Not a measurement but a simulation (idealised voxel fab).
process module | voxel fin reveal
cross-section cut | 190 nm wide | cells 5 nm
A cross-section is a grid of square cells, given in bands from the top down. A band is one or more rows of cells.
Each band's line starts with the height of the band's top and of its bottom, in nm. Then come its materials from left to right, each with its width in nm. One material with "throughout" fills the band from edge to edge. "air" is empty space.
Height 0 is the level under which the wafer as received is all one material. The lowest band goes on downwards, as in "0 down".
A width such as "30 to 40" changes by the same amount from each row of cells to the next, from the band's top row to its bottom row.
"no change" after a step means that no cell of the cross-section changed.
closed voids: empty space of 8 cells or more with no open way to the top, each as width x height at its distance from the left edge, in nm
after a step's settings: what the simulator itself notes on the step
overlay nm, on a step with a mask: how far to the right of its planned place the mask lay; to the left if negative
plan
1 op RECEIVE | material Si
2 op CONFORMAL_DEP | material SiN | thk nm 5
3 op MASKED_ETCH | tone cover | mask id FINS | width nm 15 | pitch nm 40 | etch materials SiN | depth nm 5 | overlay nm 0
4 op MASKED_ETCH | tone cover | mask id FINS | width nm 15 | pitch nm 40 | etch materials Si | depth nm 35 | overlay nm 0
5 op OXIDIZE | depth nm 5
6 op FILL_DEP | material SiO2 | thk nm 15
7 op CMP | height nm 5
8 op SELECTIVE_ETCH | etch materials SiO2 | depth nm 15
9 op STRIP | etch materials SiN
first wafer, as planned
as received, after step 1
  0 down: Si throughout
  closed voids: none
after step 2
  5 to 0: SiN throughout
  below 0: unchanged
after step 3
  5 to 0: air 25 | SiN 15 | air 25 | SiN 15 | air 25 | SiN 15 | air 25 | SiN 15 | air 30
  below 0: unchanged
after step 4
  5 to 0: air 25 | SiN 15 | air 25 | SiN 15 | air 25 | SiN 15 | air 25 | SiN 15 | air 30
  0 to -35: air 25 | Si 15 | air 25 | Si 15 | air 25 | Si 15 | air 25 | Si 15 | air 30
  below -35: unchanged
after step 5
  5 to 0: air 25 | SiN 15 | air 25 | SiN 15 | air 25 | SiN 15 | air 25 | SiN 15 | air 30
  0 to -35: air 25 | SiO2 5 | Si 5 | SiO2 5 | air 25 | SiO2 5 | Si 5 | SiO2 5 | air 25 | SiO2 5 | Si 5 | SiO2 5 | air 25 | SiO2 5 | Si 5 | SiO2 5 | air 30
  -35 to -40: SiO2 30 | Si 5 | SiO2 35 | Si 5 | SiO2 35 | Si 5 | SiO2 35 | Si 5 | SiO2 35
  below -40: unchanged
after step 6
  20 to 5: SiO2 throughout
  5 to 0: SiO2 25 | SiN 15 | SiO2 25 | SiN 15 | SiO2 25 | SiN 15 | SiO2 25 | SiN 15 | SiO2 30
  0 to -40: SiO2 30 | Si 5 | SiO2 35 | Si 5 | SiO2 35 | Si 5 | SiO2 35 | Si 5 | SiO2 35
  below -40: unchanged
after step 7
  5 to 0: SiO2 25 | SiN 15 | SiO2 25 | SiN 15 | SiO2 25 | SiN 15 | SiO2 25 | SiN 15 | SiO2 30
  below 0: unchanged
after step 8
  5 to 0: air 25 | SiN 15 | air 25 | SiN 15 | air 25 | SiN 15 | air 25 | SiN 15 | air 30
  0 to -10: air 30 | Si 5 | air 35 | Si 5 | air 35 | Si 5 | air 35 | Si 5 | air 35
  below -10: unchanged
after step 9
  0 to -10: air 30 | Si 5 | air 35 | Si 5 | air 35 | Si 5 | air 35 | Si 5 | air 35
  below -10: unchanged
second wafer: like start, like plan, one mistake. Through step 7 it matches the first wafer
when step 8 should have ended
  5 to 0: SiO2 25 | air 15 | SiO2 25 | air 15 | SiO2 25 | air 15 | SiO2 25 | air 15 | SiO2 30
  below 0: unchanged
when step 9 should have ended
  0 to -10: air 30 | Si 5 | air 35 | Si 5 | air 35 | Si 5 | air 35 | Si 5 | air 35
  -10 to -15: SiO2 10 | air 20 | Si 5 | air 35 | Si 5 | air 35 | Si 5 | air 35 | Si 5 | air 20 | SiO2 15
  below -15: unchanged
what went wrong: steps 8 and 9 were swapped
at the end the second wafer has, in cells: 29 fewer of SiO2
